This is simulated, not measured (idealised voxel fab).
Proc. module: voxel transistor to metal
Pictured: cross-section cut, 200 nm wide, on a grid of 5 nm square cells.
Cross-section spec: square-cell grid; bands listed top down; each band is one or more rows.
Band: top height; bottom height; in nm. Then, left to right: material with width in nm, for each material. "all across": a single material spanning edge to edge. "blank": empty space.
Basically, 0 is our baseline, since under it the wafer straight out of the box is all one material. The bottom band has no lower end and keeps on going down, so it looks like "top 0, no bottom".
The expression "30 to 40" gives the width at the extremes of the band, the first number at its top row of cells and the second at its bottom row, with the width changing by equal amounts from each row to the next in between.
It should be understood that the words "left unchanged", when stated for a given step, signify that the cross-section underwent no change in any of its cells during that step.
Each empty space that has no open way to the top and spans at least 8 cells appears under "Enclosed void entries" as width x height at distance, the distance counted from the left edge, all in nm.
Heads up: the bit after the settings on a step's line is the simulator's remark on that step.
Regarding "overlay nm": on a step with a mask, it is the distance the mask lay to the right of its planned place; a negative value places it to the left.

-- The following list gives the planned process steps
1) RECEIVE | material Si
2) CONFORMAL_DEP | material SiO2 | thk nm 5
3) CONFORMAL_DEP | material SiN | thk nm 15
4) MASKED_ETCH | tone cover | mask id ACTIVE | width nm 85 | etch materials SiN | depth nm 15 | overlay nm 0
5) MASKED_ETCH | tone cover | mask id ACTIVE | width nm 85 | etch materials SiO2 | depth nm 5 | overlay nm 0
6) MASKED_ETCH | tone cover | mask id ACTIVE | width nm 85 | etch materials Si | depth nm 25 | overlay nm 0
7) OXIDIZE | depth nm 5
8) FILL_DEP | material SiO2 | thk nm 15
9) CMP | height nm 20
10) SELECTIVE_ETCH | etch materials SiO2 | depth nm 10
11) STRIP | etch materials SiN
12) SELECTIVE_ETCH | etch materials SiO2 | depth nm 5
13) OXIDIZE | depth nm 5
14) DIRECTIONAL_DEP | material polySi | thk nm 30
15) DIRECTIONAL_DEP | material SiCN | thk nm 15
16) DIRECTIONAL_DEP | material aC | thk nm 10
17) PATTERN | tone cover | mask id GATE | material resist | width nm 15 | thk nm 25 | overlay nm 0
18) DIRECTIONAL_ETCH | etch materials aC | depth nm 10
19) STRIP | etch materials resist
20) DIRECTIONAL_ETCH | etch materials SiCN | depth nm 25
21) DIRECTIONAL_ETCH | etch materials polySi | depth nm 40
22) STRIP | etch materials aC
23) CONFORMAL_DEP | material SiO2 | thk nm 5
24) DIRECTIONAL_ETCH | etch materials SiO2 | depth nm 5
25) CONFORMAL_DEP | material SiN | thk nm 10
26) DIRECTIONAL_ETCH | etch materials SiN | depth nm 10
27) DIRECTIONAL_ETCH | etch materials SiO2 | depth nm 5
28) DIRECTIONAL_ETCH | etch materials Si | depth nm 15
29) EPI | material nSi | thk nm 15
30) FILL_DEP | material SiO2 | thk nm 5
31) CMP | height nm 45
32) DIRECTIONAL_DEP | material SiO2 | thk nm 10
33) DIRECTIONAL_DEP | material aC | thk nm 10
34) PATTERN | tone open | mask id CONTACT | material resist | width nm 15 | pitch nm 60 | thk nm 30 | overlay nm 0
35) DIRECTIONAL_ETCH | etch materials aC | depth nm 10
36) STRIP | etch materials resist
37) DIRECTIONAL_ETCH | etch materials SiO2 | depth nm 45
38) STRIP | etch materials aC
39) CONFORMAL_DEP | material TiN | thk nm 5
40) FILL_DEP | material W | thk nm 10
41) CMP | height nm 55
42) CONFORMAL_DEP | material SiCN | thk nm 5
43) DIRECTIONAL_DEP | material SiO2 | thk nm 15
44) PATTERN | tone open | mask id METAL_1 | material resist | width nm 15 | pitch nm 60 | thk nm 15 | overlay nm -15
45) DIRECTIONAL_ETCH | etch materials SiO2 | depth nm 15
46) DIRECTIONAL_ETCH | etch materials SiCN | depth nm 5
47) STRIP | etch materials resist
48) CONFORMAL_DEP | material TiN | thk nm 5
49) FILL_DEP | material W | thk nm 10
50) CMP | height nm 75
51) CONFORMAL_DEP | material SiCN | thk nm 5
52) DIRECTIONAL_DEP | material SiO2 | thk nm 25
53) PATTERN | tone open | mask id METAL_2 | material resist | width nm 15 | pitch nm 60 | thk nm 20 | overlay nm 0
54) DIRECTIONAL_ETCH | etch materials SiO2 | depth nm 15
55) STRIP | etch materials resist
56) PATTERN | tone open | mask id METAL_2_HOLES | material resist | width nm 15 | pitch nm 60 | thk nm 20 | overlay nm 0
57) DIRECTIONAL_ETCH | etch materials SiO2 | depth nm 10
58) DIRECTIONAL_ETCH | etch materials SiCN | depth nm 5
59) STRIP | etch materials resist
60) CONFORMAL_DEP | material TiN | thk nm 5
61) FILL_DEP | material Ru | thk nm 5
62) CMP | height nm 105
63) CONFORMAL_DEP | material SiCN | thk nm 5
Quick note for whoever runs this: the wafers start identical, but the overlay nm at step 44 isn't the same across them. The plan just shows what the first wafer had.

-- First of several wafers, received after step 1, in cross-section
> top 0, no bottom: Si all across
> Enclosed void entries: none

-- Depicted here is the first of several wafers in cross-section, at module completion following the last step, step 63
> top 110, bottom 105: SiCN all across
> top 105, bottom 80: SiO2: 60, then TiN: 5, then Ru: 5, then TiN: 5, then SiO2: 45, then TiN: 5, then Ru: 5, then TiN: 5, then SiO2: 65
> top 80, bottom 75: SiCN: 60, then TiN: 15, then SiCN: 45, then TiN: 15, then SiCN: 65
> top 75, bottom 60: SiO2: 45, then TiN: 5, then W: 5, then TiN: 5, then SiO2: 45, then TiN: 5, then W: 5, then TiN: 5, then SiO2: 80
> top 60, bottom 55: SiCN: 45, then TiN: 15, then SiCN: 45, then TiN: 15, then SiCN: 80
> top 55, bottom 45: SiO2: 60, then TiN: 5, then W: 5, then TiN: 5, then SiO2: 45, then TiN: 5, then W: 5, then TiN: 5, then SiO2: 65
> top 45, bottom 30: SiO2: 60, then TiN: 5, then W: 5, then TiN: 5, then SiN: 10, then SiO2: 5, then SiCN: 15, then SiO2: 5, then SiN: 10, then TiN: 5, then W: 5, then TiN: 5, then SiO2: 65
> top 30, bottom 15: SiO2: 60, then TiN: 5, then W: 5, then TiN: 5, then SiN: 10, then SiO2: 5, then polySi: 15, then SiO2: 5, then SiN: 10, then TiN: 5, then W: 5, then TiN: 5, then SiO2: 65
> top 15, bottom 10: SiO2: 60, then TiN: 15, then SiN: 10, then SiO2: 5, then polySi: 15, then SiO2: 5, then SiN: 10, then TiN: 15, then SiO2: 65
> top 10, bottom 5: SiO2: 60, then nSi: 15, then SiN: 10, then SiO2: 5, then polySi: 15, then SiO2: 5, then SiN: 10, then nSi: 15, then SiO2: 65
> top 5, bottom 0: SiO2: 55, then SiN: 10, then nSi: 10, then SiN: 10, then SiO2: 5, then polySi: 15, then SiO2: 5, then SiN: 10, then nSi: 10, then SiN: 10, then SiO2: 60
> top 0, bottom -5: SiO2: 65, then nSi: 10, then SiO2: 45, then nSi: 10, then SiO2: 70
> top -5, bottom -20: SiO2: 60, then Si: 5, then nSi: 10, then Si: 45, then nSi: 10, then Si: 5, then SiO2: 65
> top -20, bottom -30: SiO2: 60, then Si: 75, then SiO2: 65
> top -30, no bottom: Si all across
> Enclosed void entries: none

-- Cross-section, last wafer, module completion
> top 110, bottom 105: SiCN all across
> top 105, bottom 80: SiO2: 60, then TiN: 5, then Ru: 5, then TiN: 5, then SiO2: 45, then TiN: 5, then Ru: 5, then TiN: 5, then SiO2: 65
> top 80, bottom 75: SiCN: 60, then TiN: 15, then SiCN: 45, then TiN: 15, then SiCN: 65
> top 75, bottom 60: SiO2: 75, then TiN: 5, then W: 5, then TiN: 5, then SiO2: 45, then TiN: 5, then W: 5, then TiN: 5, then SiO2: 50
> top 60, bottom 55: SiCN: 75, then TiN: 15, then SiCN: 45, then TiN: 15, then SiCN: 50
> top 55, bottom 45: SiO2: 60, then TiN: 5, then W: 5, then TiN: 5, then SiO2: 45, then TiN: 5, then W: 5, then TiN: 5, then SiO2: 65
> top 45, bottom 30: SiO2: 60, then TiN: 5, then W: 5, then TiN: 5, then SiN: 10, then SiO2: 5, then SiCN: 15, then SiO2: 5, then SiN: 10, then TiN: 5, then W: 5, then TiN: 5, then SiO2: 65
> top 30, bottom 15: SiO2: 60, then TiN: 5, then W: 5, then TiN: 5, then SiN: 10, then SiO2: 5, then polySi: 15, then SiO2: 5, then SiN: 10, then TiN: 5, then W: 5, then TiN: 5, then SiO2: 65
> top 15, bottom 10: SiO2: 60, then TiN: 15, then SiN: 10, then SiO2: 5, then polySi: 15, then SiO2: 5, then SiN: 10, then TiN: 15, then SiO2: 65
> top 10, bottom 5: SiO2: 60, then nSi: 15, then SiN: 10, then SiO2: 5, then polySi: 15, then SiO2: 5, then SiN: 10, then nSi: 15, then SiO2: 65
> top 5, bottom 0: SiO2: 55, then SiN: 10, then nSi: 10, then SiN: 10, then SiO2: 5, then polySi: 15, then SiO2: 5, then SiN: 10, then nSi: 10, then SiN: 10, then SiO2: 60
> top 0, bottom -5: SiO2: 65, then nSi: 10, then SiO2: 45, then nSi: 10, then SiO2: 70
> top -5, bottom -20: SiO2: 60, then Si: 5, then nSi: 10, then Si: 45, then nSi: 10, then Si: 5, then SiO2: 65
> top -20, bottom -30: SiO2: 60, then Si: 75, then SiO2: 65
> top -30, no bottom: Si all across
> Enclosed void entries: none

-- Heads up, this table goes wafer by wafer. A row tells you, at the end of the module, how many cells of each material that wafer has put on (+) or dropped (-) since it was received, and then its closed voids
overlay nm -15, +10 Ru, -177 Si, +117 SiCN, +40 SiN, +742 SiO2, +82 TiN, +22 W, +26 nSi, +18 polySi, Enclosed void entries: none
overlay nm -10, +10 Ru, -177 Si, +117 SiCN, +40 SiN, +742 SiO2, +82 TiN, +22 W, +26 nSi, +18 polySi, Enclosed void entries: none
overlay nm -5, +10 Ru, -177 Si, +117 SiCN, +40 SiN, +742 SiO2, +82 TiN, +22 W, +26 nSi, +18 polySi, Enclosed void entries: none
overlay nm 0, +10 Ru, -177 Si, +117 SiCN, +40 SiN, +742 SiO2, +82 TiN, +22 W, +26 nSi, +18 polySi, Enclosed void entries: none
overlay nm 5, +10 Ru, -177 Si, +117 SiCN, +40 SiN, +742 SiO2, +82 TiN, +22 W, +26 nSi, +18 polySi, Enclosed void entries: none
overlay nm 10, +10 Ru, -177 Si, +117 SiCN, +40 SiN, +742 SiO2, +82 TiN, +22 W, +26 nSi, +18 polySi, Enclosed void entries: none
overlay nm 15, +10 Ru, -177 Si, +117 SiCN, +40 SiN, +742 SiO2, +82 TiN, +22 W, +26 nSi, +18 polySi, Enclosed void entries: none
